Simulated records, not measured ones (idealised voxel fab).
process module | voxel ribs on slabs
cross-section cut | 155 nm wide | cells 5 nm
A cross-section is a grid of square cells, given in bands from the top down. A band is one or more rows of cells.
Each band's line starts with the height of the band's top and of its bottom, in nm. Then come its materials from left to right, each with its width in nm. One material with "throughout" fills the band from edge to edge. "air" is empty space.
Height 0 is the level under which the wafer as received is all one material. The lowest band goes on downwards, as in "0 down".
A width such as "30 to 40" changes by the same amount from each row of cells to the next, from the band's top row to its bottom row.
"no change" after a step means that no cell of the cross-section changed.
closed voids: empty space of 8 cells or more with no open way to the top, each as width x height at its distance from the left edge, in nm
after a step's settings: what the simulator itself notes on the step
overlay nm, on a step with a mask: how far to the right of its planned place the mask lay; to the left if negative
plan
1 op RECEIVE | material Si
2 op DIRECTIONAL_DEP | material SiO2 | thk nm 20
3 op DIRECTIONAL_DEP | material polySi | thk nm 25
4 op PATTERN | tone cover | mask id RIB | material resist | width nm 25 | thk nm 15 | overlay nm 0
5 op DIRECTIONAL_ETCH | etch materials polySi | depth nm 5
6 op STRIP | etch materials resist
7 op MASKED_ETCH | tone cover | mask id SLAB | width nm 85 | etch materials polySi | depth nm 20 | overlay nm 0
8 op FILL_DEP | material SiO2 | thk nm 30
9 op CMP | height nm 65
10 op DIRECTIONAL_DEP | material TiN | thk nm 10
11 op DIRECTIONAL_DEP | material aC | thk nm 10
12 op PATTERN | tone cover | mask id HEATER | material resist | width nm 35 | thk nm 30 | overlay nm 0
13 op DIRECTIONAL_ETCH | etch materials aC | depth nm 10
14 op STRIP | etch materials resist
15 op DIRECTIONAL_ETCH | etch materials TiN | depth nm 10
16 op STRIP | etch materials aC
17 op CONFORMAL_DEP | material SiN | thk nm 10
as received, after step 1
  0 down: Si throughout
  closed voids: none
first wafer at the end, as planned
  85 to 75: air 50 | SiN 55 | air 50
  75 to 65: SiN 60 | TiN 35 | SiN 60
  65 to 45: SiO2 throughout
  45 to 40: SiO2 65 | polySi 25 | SiO2 65
  40 to 20: SiO2 35 | polySi 85 | SiO2 35
  20 to 0: SiO2 throughout
  0 down: Si throughout
  closed voids: none
second wafer at the end: like start, like plan, one mistake
  85 to 75: air 50 | SiN 55 | air 50
  75 to 65: SiN 60 | TiN 35 | SiN 60
  65 to 45: SiO2 throughout
  45 to 30: SiO2 65 | polySi 25 | SiO2 65
  30 to 20: SiO2 35 | polySi 85 | SiO2 35
  20 to 0: SiO2 throughout
  0 down: Si throughout
  closed voids: none
what went wrong: step 5 ran as: op DIRECTIONAL_ETCH | etch materials polySi | depth nm 15
at the end the second wafer has, in cells: 24 more of SiO2 | 24 fewer of polySi
